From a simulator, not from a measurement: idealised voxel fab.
The following process module bears the name voxel transistor to metal.
It is cross-section cut that appears here, measuring 165 nm in width, its square cells being 5 nm in size.
How to read a cross-section here: the picture is a grid of square cells, written as bands going from the top down, and any band can span one or more rows of cells. Quick guide to a band line: top height, bottom height (nm) up front; then every material left to right with its width in nm. Only one material and it's marked "throughout"? Then it fills the band edge to edge. And "empty" just means empty space. All heights in this document are referenced to 0, defined as the level beneath which the wafer, as received, consists entirely of one material. The lowest band is not bounded below; it extends indefinitely downward and is written in the form "0..down". Graded width ("30..40"): value in top row of band = first number; value in bottom row = second number; row-to-row change constant. "same as before" -> step changed no cross-section cell. Enclosed voids (no open way to top), threshold 8 cells or more, entry "Fully closed voids", notation width x height at distance, distance from left edge, nm. after a step's settings: what the simulator itself notes on the step. overlay nm: where the mask lay relative to plan, measured to the right, on steps with a mask; negatives go left.
-- Steps planned for the process
1 op RECEIVE | material Si
2 op CONFORMAL_DEP | material SiO2 | thk nm 5
3 op CONFORMAL_DEP | material SiN | thk nm 10
4 op DIRECTIONAL_DEP | material aC | thk nm 15
5 op PATTERN | tone cover | mask id ACTIVE | material resist | width nm 95 | thk nm 30 | overlay nm -15
6 op DIRECTIONAL_ETCH | etch materials aC | depth nm 15
7 op STRIP | etch materials resist
8 op DIRECTIONAL_ETCH | etch materials SiN | depth nm 10
9 op DIRECTIONAL_ETCH | etch materials SiO2 | depth nm 5
10 op DIRECTIONAL_ETCH | etch materials Si | depth nm 20
11 op STRIP | etch materials aC
12 op OXIDIZE | depth nm 5
13 op FILL_DEP | material SiO2 | thk nm 15
14 op CMP | height nm 15
15 op SELECTIVE_ETCH | etch materials SiO2 | depth nm 5
16 op STRIP | etch materials SiN
17 op SELECTIVE_ETCH | etch materials SiO2 | depth nm 5
18 op OXIDIZE | depth nm 5
19 op DIRECTIONAL_DEP | material polySi | thk nm 20
20 op DIRECTIONAL_DEP | material SiCN | thk nm 15
21 op PATTERN | tone cover | mask id GATE | material resist | width nm 15 | thk nm 20 | overlay nm 0
22 op DIRECTIONAL_ETCH | etch materials SiCN | depth nm 25
23 op DIRECTIONAL_ETCH | etch materials polySi | depth nm 30
24 op STRIP | etch materials resist
25 op CONFORMAL_DEP | material SiN | thk nm 5
26 op DIRECTIONAL_ETCH | etch materials SiN | depth nm 5
27 op DIRECTIONAL_ETCH | etch materials SiO2 | depth nm 5
28 op EPI | material SiGe | thk nm 5
29 op FILL_DEP | material SiO2 | thk nm 10
30 op CMP | height nm 35
31 op DIRECTIONAL_DEP | material SiO2 | thk nm 10
32 op PATTERN | tone open | mask id CONTACT | material resist | width nm 20 | pitch nm 65 | thk nm 15 | overlay nm 0
33 op DIRECTIONAL_ETCH | etch materials SiO2 | depth nm 45
34 op STRIP | etch materials resist
35 op CONFORMAL_DEP | material TiN | thk nm 5
36 op FILL_DEP | material Ru | thk nm 5
37 op CMP | height nm 45
38 op DIRECTIONAL_DEP | material TiN | thk nm 5
39 op DIRECTIONAL_DEP | material Ru | thk nm 20
40 op MASKED_ETCH | tone cover | mask id METAL_1 | width nm 20 | pitch nm 65 | etch materials Ru | depth nm 20 | overlay nm 0
41 op MASKED_ETCH | tone cover | mask id METAL_1 | width nm 20 | pitch nm 65 | etch materials TiN | depth nm 5 | overlay nm 0
42 op FILL_DEP | material SiO2 | thk nm 10
43 op CMP | height nm 70
44 op CONFORMAL_DEP | material SiN | thk nm 5
Heads up: all these wafers start the same, and what changes between them is the overlay nm in step 5. The value you see in the plan is just what the first wafer got.
-- Cross-section of the first of several received wafers, showing its state after step 1
	0..down  Si throughout
	Fully closed voids: none
-- Below, a row for every wafer. Read it as the end-of-module picture: for each material the wafer shows its cells gained (+) or lost (-) since it was received, and then its closed voids
overlay nm -15 | +62 Ru | -97 Si | +9 SiCN | +14 SiGe | +49 SiN | +397 SiO2 | +49 TiN | +12 polySi | Fully closed voids: none
overlay nm -10 | +63 Ru | -97 Si | +9 SiCN | +14 SiGe | +49 SiN | +397 SiO2 | +48 TiN | +12 polySi | Fully closed voids: none
overlay nm -5 | +64 Ru | -97 Si | +9 SiCN | +14 SiGe | +49 SiN | +396 SiO2 | +48 TiN | +12 polySi | Fully closed voids: none
overlay nm 0 | +64 Ru | -97 Si | +9 SiCN | +14 SiGe | +49 SiN | +396 SiO2 | +48 TiN | +12 polySi | Fully closed voids: none
overlay nm 5 | +64 Ru | -97 Si | +9 SiCN | +14 SiGe | +49 SiN | +396 SiO2 | +48 TiN | +12 polySi | Fully closed voids: none
overlay nm 10 | +63 Ru | -97 Si | +9 SiCN | +14 SiGe | +49 SiN | +397 SiO2 | +48 TiN | +12 polySi | Fully closed voids: none
overlay nm 15 | +62 Ru | -97 Si | +9 SiCN | +14 SiGe | +49 SiN | +397 SiO2 | +49 TiN | +12 polySi | Fully closed voids: none
